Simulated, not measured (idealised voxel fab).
Process module in this document: voxel self aligned contacts
The cross-section on display is named cut; it measures 250 nm wide, and its cells are 5 nm squares.
Cross-section, as written here: a square-cell grid given band by band from the top down, where a band holds one or more rows of cells.
Look at the band entry: it leads with the top's height and the bottom's height in nm. Then it lists the materials left to right, with a width in nm for each. The word "full width" on a single material says that material fills the band edge to edge. The word "air" is empty space.
Where do heights start? At 0: under that level the wafer as delivered is made of one material only. And the lowest band has no floor; it just carries on downward, as in "0 nm and below".
Graded width ("30 to 40"): value in top row of band = first number; value in bottom row = second number; row-to-row change constant.
A step reported as "nothing different" is a step in which no cell of the cross-section changed.
"Cavities, closed" specifies each empty space that is not open to the top and that occupies no fewer than 8 cells, using the form width x height at distance, the distance measured from the left edge and all three quantities in nm.
Step line, after settings: the simulator's comment on this step.
A step line may carry the setting "overlay nm", which, for steps involving a mask, states the distance by which the mask lay to the right of its intended position; negative values denote displacement to the left.

The steps planned for the process are as follows
| 1 | RECEIVE,material Si |
| 2 | CONFORMAL_DEP,material SiO2,thk nm 5 |
| 3 | DIRECTIONAL_DEP,material polySi,thk nm 25 |
| 4 | DIRECTIONAL_DEP,material SiN,thk nm 20 |
| 5 | DIRECTIONAL_DEP,material aC,thk nm 10 |
| 6 | PATTERN,tone cover,mask id GATE,material resist,width nm 35,pitch nm 70,thk nm 30,overlay nm 0 |
| 7 | DIRECTIONAL_ETCH,etch materials aC,depth nm 10 |
| 8 | STRIP,etch materials resist |
| 9 | DIRECTIONAL_ETCH,etch materials SiN,depth nm 20 |
| 10 | DIRECTIONAL_ETCH,etch materials polySi,depth nm 25 |
| 11 | STRIP,etch materials aC |
| 12 | CONFORMAL_DEP,material SiN,thk nm 5 |
| 13 | DIRECTIONAL_ETCH,etch materials SiN,depth nm 5 |
| 14 | FILL_DEP,material SiO2,thk nm 15 |
| 15 | CMP,height nm 60 |
| 16 | DIRECTIONAL_DEP,material aC,thk nm 10 |
| 17 | PATTERN,tone open,mask id CONTACT,material resist,width nm 55,pitch nm 70,thk nm 25,overlay nm 0 |
| 18 | DIRECTIONAL_ETCH,etch materials aC,depth nm 10 |
| 19 | STRIP,etch materials resist |
| 20 | DIRECTIONAL_ETCH,etch materials SiO2,depth nm 60 |
| 21 | STRIP,etch materials aC |
| 22 | CONFORMAL_DEP,material TiN,thk nm 5 |
| 23 | FILL_DEP,material Ru,thk nm 10 |
| 24 | CMP,height nm 60 |
| 25 | CONFORMAL_DEP,material SiN,thk nm 5 |

The cross-section here shows the wafer as received, i.e. in its state after step 1
> 0 nm and below | Si full width
> Cavities, closed: none

Cross-sectional image of the first of two wafers at the end of the module, the run having proceeded as planned
> 65 nm to 60 nm | SiN full width
> 60 nm to 50 nm | SiO2 (60) | TiN (5 to 20) | Ru (45 to 15) | TiN (5 to 20) | SiO2 (15) | TiN (5 to 20) | Ru (45 to 15) | TiN (5 to 20) | SiO2 (65)
> 50 nm to 30 nm | SiO2 (30) | SiN (45) | TiN (5) | Ru (15) | TiN (5) | SiN (45) | TiN (5) | Ru (15) | TiN (5) | SiN (45) | SiO2 (35)
> 30 nm to 5 nm | SiO2 (30) | SiN (5) | polySi (35) | SiN (5) | TiN (5) | Ru (15) | TiN (5) | SiN (5) | polySi (35) | SiN (5) | TiN (5) | Ru (15) | TiN (5) | SiN (5) | polySi (35) | SiN (5) | SiO2 (35)
> 5 nm to 0 nm | SiO2 (75) | TiN (25) | SiO2 (45) | TiN (25) | SiO2 (80)
> 0 nm and below | Si full width
> Cavities, closed: none

Wafer two cross-section, module end. Start and plan unchanged from wafer one; one mistake made during the run
> 65 nm to 60 nm | SiN full width
> 60 nm to 50 nm | SiO2 (60) | TiN (5 to 20) | Ru (45 to 15) | TiN (5 to 20) | SiO2 (15) | TiN (5 to 20) | Ru (45 to 15) | TiN (5 to 20) | SiO2 (65)
> 50 nm to 30 nm | SiO2 (30) | SiN (45) | TiN (5) | Ru (15) | TiN (5) | SiN (45) | TiN (5) | Ru (15) | TiN (5) | SiN (45) | SiO2 (35)
> 30 nm to 15 nm | SiO2 (30) | SiN (5) | polySi (35) | SiN (5) | TiN (5) | Ru (15) | TiN (5) | SiN (5) | polySi (35) | SiN (5) | TiN (5) | Ru (15) | TiN (5) | SiN (5) | polySi (35) | SiN (5) | SiO2 (35)
> 15 nm to 10 nm | SiO2 (30) | SiN (5) | polySi (35) | SiN (5) | TiN (25) | SiN (5) | polySi (35) | SiN (5) | TiN (25) | SiN (5) | polySi (35) | SiN (5) | SiO2 (35)
> 10 nm to 5 nm | SiN (35) | polySi (35) | SiN (35) | polySi (35) | SiN (35) | polySi (35) | SiN (40)
> 5 nm to 0 nm | SiO2 full width
> 0 nm and below | Si full width
> Cavities, closed: none
So what did we get wrong on this run? ran 12 and 13 in swapped order versus the plan
Heads up, by the end the second wafer has more or fewer cells of some materials compared to the first: Ru: 12 fewer, SiN: 23 more, SiO2: 3 fewer, TiN: 8 fewer
